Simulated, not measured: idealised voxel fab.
Process module heading - voxel double patterning
This is section cut - it's 160 nm across, gridded in 5 nm square cells.
Think of the cross-section as a grid of square cells. We describe it in bands, top to bottom, and each band covers one or more rows of those cells. Heights first: top, then bottom, in nm. Then materials, left to right, each with a width in nm. "full width" on a single material: fills the band edge to edge. "empty": empty space. Heights are reckoned from 0. Under this level, the received wafer is all of one material. The bottommost band is open-ended downward, for example "z 0 and below". With a width like "30->40", each row of cells in the band differs from the next by the same amount, the top row carrying the first number and the bottom row the second. A step reported as "no alterations made" is a step in which no cell of the cross-section changed. Closed void list: empty space of 8 cells or more with no open way to the top, each as width x height at its distance from the left edge, in nm. Post-settings text on a step line: simulator's own remark regarding the step. overlay nm: mask right of planned place by this much (step with mask). Neg. = left.

The following list gives the planned process steps:
1 RECEIVE,material Si
2 CONFORMAL_DEP,material SiO2,thk nm 10
3 DIRECTIONAL_DEP,material polySi,thk nm 15
4 DIRECTIONAL_DEP,material SiCN,thk nm 10
5 MASKED_ETCH,tone open,mask id FIRST,width nm 15,pitch nm 50,etch materials SiCN,depth nm 10,overlay nm 0
6 DIRECTIONAL_DEP,material aC,thk nm 10
7 PATTERN,tone open,mask id SECOND,material resist,width nm 15,pitch nm 50,thk nm 25,overlay nm 0
8 DIRECTIONAL_ETCH,etch materials aC,depth nm 10
9 STRIP,etch materials resist
10 DIRECTIONAL_ETCH,etch materials SiCN,depth nm 10
11 STRIP,etch materials aC
12 DIRECTIONAL_ETCH,etch materials polySi,depth nm 15
13 STRIP,etch materials SiCN

Wafer at receipt (post step 1), cross-section:
    z 0 and below = Si full width
    Closed void list: none

Wafer cross-section at end of module: start and plan as shown above, one execution error:
    z 15 to 0 = polySi (20); empty (15); polySi (10); empty (15); polySi (10); empty (15); polySi (10); empty (15); polySi (10); empty (15); polySi (25)
    z 0 and below = Si full width
    Closed void list: none
The plan and the run diverged here: no execution of plan step 2; skipped
